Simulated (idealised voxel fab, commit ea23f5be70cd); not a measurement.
process module | voxel trench capacitor
Pictured: cross-section cut, 190 nm wide, on a grid of 5 nm square cells.
When this document writes out a cross-section, it uses a grid of square cells and lists it as bands, beginning at the top and moving down, with a band standing for one or more rows of cells.
What a band's entry tells you: where the top is and where the bottom is, as heights in nm, and after that what lies inside, material by material from left to right, each with its width in nm. Empty space is written as the word "blank", and a single material marked with the word "all across" occupies the band from edge to edge.
Where do heights start? At 0: under that level the wafer as delivered is made of one material only. And the lowest band has no floor; it just carries on downward, as in "top 0, no bottom".
With a width like "30 to 40", each row of cells in the band differs from the next by the same amount, the top row carrying the first number and the bottom row the second.
What does "remained unchanged" mean for a step? It means no cell of the cross-section changed in that step.
Any empty space of 8 cells or more lacking an open way to the top shows up in "Voids, sealed" as width x height at distance, distance from the left edge, in nm.
On each step's line, the part that comes after the settings is the simulator's own comment on the step.
The line of a step may include "overlay nm". On a step with a mask, this value is how far to the right of its planned place the mask lay. A negative value means the mask lay to the left.

# Set out below are the planned steps of the process
1 RECEIVE | material Si
2 CONFORMAL_DEP | material SiN | thk nm 5
3 PATTERN | tone open | mask id TRENCH | material resist | width nm 25 | pitch nm 55 | thk nm 20 | overlay nm 0
4 DIRECTIONAL_ETCH | etch materials SiN | depth nm 5
5 DIRECTIONAL_ETCH | etch materials Si | depth nm 35
6 STRIP | etch materials resist
7 CONFORMAL_DEP | material HfO2 | thk nm 5
8 CONFORMAL_DEP | material TiN | thk nm 5
9 FILL_DEP | material W | thk nm 5
10 CMP | height nm 5

# Wafer cross-section on receipt, i.e. after step 1
	top 0, no bottom = Si all across
	Voids, sealed: none

# End-of-module cross-section of the first of two wafers, processed as planned
	top 5, bottom 0 = SiN (55); HfO2 (5); TiN (5); W (5); TiN (5); HfO2 (5); SiN (30); HfO2 (5); TiN (5); W (5); TiN (5); HfO2 (5); SiN (55)
	top 0, bottom -25 = Si (55); HfO2 (5); TiN (5); W (5); TiN (5); HfO2 (5); Si (30); HfO2 (5); TiN (5); W (5); TiN (5); HfO2 (5); Si (55)
	top -25, bottom -30 = Si (55); HfO2 (5); TiN (15); HfO2 (5); Si (30); HfO2 (5); TiN (15); HfO2 (5); Si (55)
	top -30, bottom -35 = Si (55); HfO2 (25); Si (30); HfO2 (25); Si (55)
	top -35, no bottom = Si all across
	Voids, sealed: none

# This cross-section belongs to the second wafer of two at the end of the module; the start and the plan were shared with the first, and the run included one mistake
	top 5, bottom 0 = W (45); TiN (5); HfO2 (5); SiN (25); HfO2 (5); TiN (5); W (10); TiN (5); HfO2 (5); SiN (25); HfO2 (5); TiN (5); W (45)
	top 0, bottom -25 = W (45); TiN (5); HfO2 (5); Si (25); HfO2 (5); TiN (5); W (10); TiN (5); HfO2 (5); Si (25); HfO2 (5); TiN (5); W (45)
	top -25, bottom -30 = TiN (50); HfO2 (5); Si (25); HfO2 (5); TiN (20); HfO2 (5); Si (25); HfO2 (5); TiN (50)
	top -30, bottom -35 = HfO2 (55); Si (25); HfO2 (30); Si (25); HfO2 (55)
	top -35, no bottom = Si all across
	Voids, sealed: none
In executing the process, a mistake was made relative to the plan: note that step 3 departed from the planned setting and was carried out as PATTERN | tone cover | mask id TRENCH | material resist | width nm 25 | pitch nm 55 | thk nm 20 | overlay nm 0
Final tally in cells, some materials are higher or lower on the second wafer than on the first: 18 more of HfO2; 126 fewer of Si; 18 fewer of SiN; 18 more of TiN; 108 more of W
